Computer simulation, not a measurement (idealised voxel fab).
Herein follows the process module entitled voxel released beams.
This is section cut - it's 225 nm across, gridded in 5 nm square cells.
In what follows, cross-sections appear as grids of square cells, described through bands that run from the top down, where every band is one or more rows of cells.
Heads up on the band format: heights come first, top then bottom, in nm. After that it's the materials left to right, each with its width in nm. A single material flagged "edge to edge" fills the whole band edge to edge, and "empty" means there's empty space there.
Heights from 0 (as-received wafer is one material below). Bottom band endless downward, as "0 -> down".
The width entry "30->40" should be interpreted row by row: the top row of cells in the band takes the first number, the bottom row takes the second number, and the change between adjacent rows is uniform throughout.
"remained the same" means the step left every cell of the cross-section as it was.
Under "Trapped void list" you'll find the enclosed gaps, the ones with no way out to the top, that are 8 cells or bigger; each reads width x height at distance, with distance counted from the left edge, everything in nm.
Where a step's line continues beyond its settings, the continuation is a remark by the simulator itself on that step.
overlay nm: where the mask lay relative to plan, measured to the right, on steps with a mask; negatives go left.

### Intended process steps
1) RECEIVE: material Si
2) CONFORMAL_DEP: material SiN, thk nm 5
3) DIRECTIONAL_DEP: material SiO2, thk nm 10
4) DIRECTIONAL_DEP: material aC, thk nm 15
5) PATTERN: tone open, mask id ANCHOR, material resist, width nm 45, thk nm 35, overlay nm 0
6) DIRECTIONAL_ETCH: etch materials aC, depth nm 15
7) STRIP: etch materials resist
8) DIRECTIONAL_ETCH: etch materials SiO2, depth nm 10
9) STRIP: etch materials aC
10) CONFORMAL_DEP: material TiN, thk nm 15
11) PATTERN: tone cover, mask id BEAM, material resist, width nm 80, thk nm 20, overlay nm 0
12) DIRECTIONAL_ETCH: etch materials TiN, depth nm 15
13) STRIP: etch materials resist
14) STRIP: etch materials SiO2
Quick note for whoever runs this: the wafers start identical, but the width nm at step 11 isn't the same across them. The plan just shows what the first wafer had.

### First of several wafers, received after step 1, in cross-section
- 0 -> down: Si edge to edge
- Trapped void list: none

### So in this table every wafer gets its own row, and what you see is where it stands at the end of the module: for each material, how many cells it picked up (+) or gave up (-) since we received it, and after that its closed voids
width nm 80 | +45 SiN | +60 TiN | Trapped void list: none
width nm 85 | +45 SiN | +63 TiN | Trapped void list: none
width nm 90 | +45 SiN | +66 TiN | Trapped void list: none
width nm 95 | +45 SiN | +69 TiN | Trapped void list: none
width nm 100 | +45 SiN | +72 TiN | Trapped void list: none
width nm 105 | +45 SiN | +75 TiN | Trapped void list: none
